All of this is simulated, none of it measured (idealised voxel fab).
process module | voxel self aligned vias
cross-section cut | 265 nm wide | cells 5 nm
A cross-section is a grid of square cells, given in bands from the top down. A band is one or more rows of cells.
Each band's line starts with the height of the band's top and of its bottom, in nm. Then come its materials from left to right, each with its width in nm. One material with "throughout" fills the band from edge to edge. "air" is empty space.
Height 0 is the level under which the wafer as received is all one material. The lowest band goes on downwards, as in "0 down".
A width such as "30 to 40" changes by the same amount from each row of cells to the next, from the band's top row to its bottom row.
"no change" after a step means that no cell of the cross-section changed.
closed voids: empty space of 8 cells or more with no open way to the top, each as width x height at its distance from the left edge, in nm
after a step's settings: what the simulator itself notes on the step
overlay nm, on a step with a mask: how far to the right of its planned place the mask lay; to the left if negative
plan
1 op RECEIVE | material Si
2 op CONFORMAL_DEP | material SiO2 | thk nm 10
3 op CONFORMAL_DEP | material SiCN | thk nm 5
4 op DIRECTIONAL_DEP | material lowk | thk nm 25
5 op MASKED_ETCH | tone open | mask id LINES | width nm 25 | pitch nm 65 | etch materials lowk | depth nm 25 | overlay nm 0
6 op CONFORMAL_DEP | material TiN | thk nm 5
7 op FILL_DEP | material W | thk nm 5
8 op CMP | height nm 40
9 op SELECTIVE_ETCH | etch materials W Ru TiN | depth nm 10
10 op FILL_DEP | material SiN | thk nm 10
11 op CMP | height nm 40
12 op DIRECTIONAL_DEP | material lowk | thk nm 15
13 op DIRECTIONAL_DEP | material aC | thk nm 15
14 op PATTERN | tone open | mask id VIAS | material resist | width nm 35 | pitch nm 130 | thk nm 30 | overlay nm 0
15 op DIRECTIONAL_ETCH | etch materials aC | depth nm 15
16 op STRIP | etch materials resist
17 op DIRECTIONAL_ETCH | etch materials lowk | depth nm 15
18 op DIRECTIONAL_ETCH | etch materials SiN | depth nm 10
19 op STRIP | etch materials aC
20 op CONFORMAL_DEP | material TiN | thk nm 5
21 op FILL_DEP | material Cu | thk nm 5
22 op CMP | height nm 55
23 op CONFORMAL_DEP | material SiCN | thk nm 5
first wafer, as planned
as received, after step 1
  0 down: Si throughout
  closed voids: none
after step 2
  10 to 0: SiO2 throughout
  below 0: unchanged
after step 3
  15 to 10: SiCN throughout
  below 10: unchanged
after step 4
  40 to 15: lowk throughout
  below 15: unchanged
after step 5
  40 to 15: lowk 55 | air 25 | lowk 40 | air 25 | lowk 40 | air 25 | lowk 55
  below 15: unchanged
after step 6
  45 to 40: TiN 60 | air 15 | TiN 50 | air 15 | TiN 50 | air 15 | TiN 60
  40 to 20: lowk 55 | TiN 5 | air 15 | TiN 5 | lowk 40 | TiN 5 | air 15 | TiN 5 | lowk 40 | TiN 5 | air 15 | TiN 5 | lowk 55
  20 to 15: lowk 55 | TiN 25 | lowk 40 | TiN 25 | lowk 40 | TiN 25 | lowk 55
  below 15: unchanged
after step 7
  50 to 45: W throughout
  45 to 40: TiN 60 | W 15 | TiN 50 | W 15 | TiN 50 | W 15 | TiN 60
  40 to 20: lowk 55 | TiN 5 | W 15 | TiN 5 | lowk 40 | TiN 5 | W 15 | TiN 5 | lowk 40 | TiN 5 | W 15 | TiN 5 | lowk 55
  below 20: unchanged
after step 8
  40 to 20: lowk 55 | TiN 5 | W 15 | TiN 5 | lowk 40 | TiN 5 | W 15 | TiN 5 | lowk 40 | TiN 5 | W 15 | TiN 5 | lowk 55
  below 20: unchanged
after step 9
  40 to 30: lowk 55 | air 25 | lowk 40 | air 25 | lowk 40 | air 25 | lowk 55
  below 30: unchanged
after step 10
  50 to 40: SiN throughout
  40 to 30: lowk 55 | SiN 25 | lowk 40 | SiN 25 | lowk 40 | SiN 25 | lowk 55
  below 30: unchanged
after step 11
  40 to 30: lowk 55 | SiN 25 | lowk 40 | SiN 25 | lowk 40 | SiN 25 | lowk 55
  below 30: unchanged
after step 12
  55 to 40: lowk throughout
  below 40: unchanged
after step 13
  70 to 55: aC throughout
  below 55: unchanged
after step 14
  100 to 70: resist 50 | air 35 | resist 95 | air 35 | resist 50
  below 70: unchanged
after step 15
  85 to 70: resist 50 | air 35 | resist 95 | air 35 | resist 50
  70 to 55: aC 50 | air 35 | aC 95 | air 35 | aC 50
  below 55: unchanged
after step 16
  70 to 55: aC 50 | air 35 | aC 95 | air 35 | aC 50
  below 55: unchanged
after step 17
  70 to 55: aC 50 | air 35 | aC 95 | air 35 | aC 50
  55 to 40: lowk 50 | air 35 | lowk 95 | air 35 | lowk 50
  below 40: unchanged
after step 18
  70 to 55: aC 50 | air 35 | aC 95 | air 35 | aC 50
  55 to 40: lowk 50 | air 35 | lowk 95 | air 35 | lowk 50
  40 to 30: lowk 55 | air 25 | lowk 40 | SiN 25 | lowk 40 | air 25 | lowk 55
  below 30: unchanged
after step 19
  55 to 40: lowk 50 | air 35 | lowk 95 | air 35 | lowk 50
  below 40: unchanged
after step 20
  60 to 55: TiN 55 | air 25 | TiN 105 | air 25 | TiN 55
  55 to 45: lowk 50 | TiN 5 | air 25 | TiN 5 | lowk 95 | TiN 5 | air 25 | TiN 5 | lowk 50
  45 to 40: lowk 50 | TiN 10 | air 15 | TiN 10 | lowk 95 | TiN 10 | air 15 | TiN 10 | lowk 50
  40 to 35: lowk 55 | TiN 5 | air 15 | TiN 5 | lowk 40 | SiN 25 | lowk 40 | TiN 5 | air 15 | TiN 5 | lowk 55
  35 to 30: lowk 55 | TiN 25 | lowk 40 | SiN 25 | lowk 40 | TiN 25 | lowk 55
  below 30: unchanged
after step 21
  65 to 60: Cu throughout
  60 to 55: TiN 55 | Cu 25 | TiN 105 | Cu 25 | TiN 55
  55 to 45: lowk 50 | TiN 5 | Cu 25 | TiN 5 | lowk 95 | TiN 5 | Cu 25 | TiN 5 | lowk 50
  45 to 40: lowk 50 | TiN 10 | Cu 15 | TiN 10 | lowk 95 | TiN 10 | Cu 15 | TiN 10 | lowk 50
  40 to 35: lowk 55 | TiN 5 | Cu 15 | TiN 5 | lowk 40 | SiN 25 | lowk 40 | TiN 5 | Cu 15 | TiN 5 | lowk 55
  below 35: unchanged
after step 22
  55 to 45: lowk 50 | TiN 5 | Cu 25 | TiN 5 | lowk 95 | TiN 5 | Cu 25 | TiN 5 | lowk 50
  below 45: unchanged
after step 23
  60 to 55: SiCN throughout
  below 55: unchanged
second wafer: like start, like plan, one mistake. Through step 13 it matches the first wafer
when step 14 should have ended
  100 to 70: resist 50 | air 40 | resist 90 | air 40 | resist 45
  below 70: unchanged
when step 15 should have ended
  85 to 70: resist 50 | air 40 | resist 90 | air 40 | resist 45
  70 to 55: aC 50 | air 40 | aC 90 | air 40 | aC 45
  below 55: unchanged
when step 16 should have ended
  70 to 55: aC 50 | air 40 | aC 90 | air 40 | aC 45
  below 55: unchanged
when step 17 should have ended
  70 to 55: aC 50 | air 40 | aC 90 | air 40 | aC 45
  55 to 40: lowk 50 | air 40 | lowk 90 | air 40 | lowk 45
  below 40: unchanged
when step 18 should have ended
  70 to 55: aC 50 | air 40 | aC 90 | air 40 | aC 45
  55 to 40: lowk 50 | air 40 | lowk 90 | air 40 | lowk 45
  40 to 30: lowk 55 | air 25 | lowk 40 | SiN 25 | lowk 40 | air 25 | lowk 55
  below 30: unchanged
when step 19 should have ended
  55 to 40: lowk 50 | air 40 | lowk 90 | air 40 | lowk 45
  below 40: unchanged
when step 20 should have ended
  60 to 55: TiN 55 | air 30 | TiN 100 | air 30 | TiN 50
  55 to 45: lowk 50 | TiN 5 | air 30 | TiN 5 | lowk 90 | TiN 5 | air 30 | TiN 5 | lowk 45
  45 to 40: lowk 50 | TiN 10 | air 15 | TiN 15 | lowk 90 | TiN 10 | air 15 | TiN 15 | lowk 45
  40 to 35: lowk 55 | TiN 5 | air 15 | TiN 5 | lowk 40 | SiN 25 | lowk 40 | TiN 5 | air 15 | TiN 5 | lowk 55
  35 to 30: lowk 55 | TiN 25 | lowk 40 | SiN 25 | lowk 40 | TiN 25 | lowk 55
  below 30: unchanged
when step 21 should have ended
  65 to 60: Cu throughout
  60 to 55: TiN 55 | Cu 30 | TiN 100 | Cu 30 | TiN 50
  55 to 45: lowk 50 | TiN 5 | Cu 30 | TiN 5 | lowk 90 | TiN 5 | Cu 30 | TiN 5 | lowk 45
  45 to 40: lowk 50 | TiN 10 | Cu 15 | TiN 15 | lowk 90 | TiN 10 | Cu 15 | TiN 15 | lowk 45
  40 to 35: lowk 55 | TiN 5 | Cu 15 | TiN 5 | lowk 40 | SiN 25 | lowk 40 | TiN 5 | Cu 15 | TiN 5 | lowk 55
  below 35: unchanged
when step 22 should have ended
  55 to 45: lowk 50 | TiN 5 | Cu 30 | TiN 5 | lowk 90 | TiN 5 | Cu 30 | TiN 5 | lowk 45
  below 45: unchanged
when step 23 should have ended
  60 to 55: SiCN throughout
  below 55: unchanged
what went wrong: step 14 ran as: op PATTERN | tone open | mask id VIAS | material resist | width nm 40 | pitch nm 130 | thk nm 30 | overlay nm 0
at the end the second wafer has, in cells: 4 more of Cu | 2 more of TiN | 6 fewer of lowk
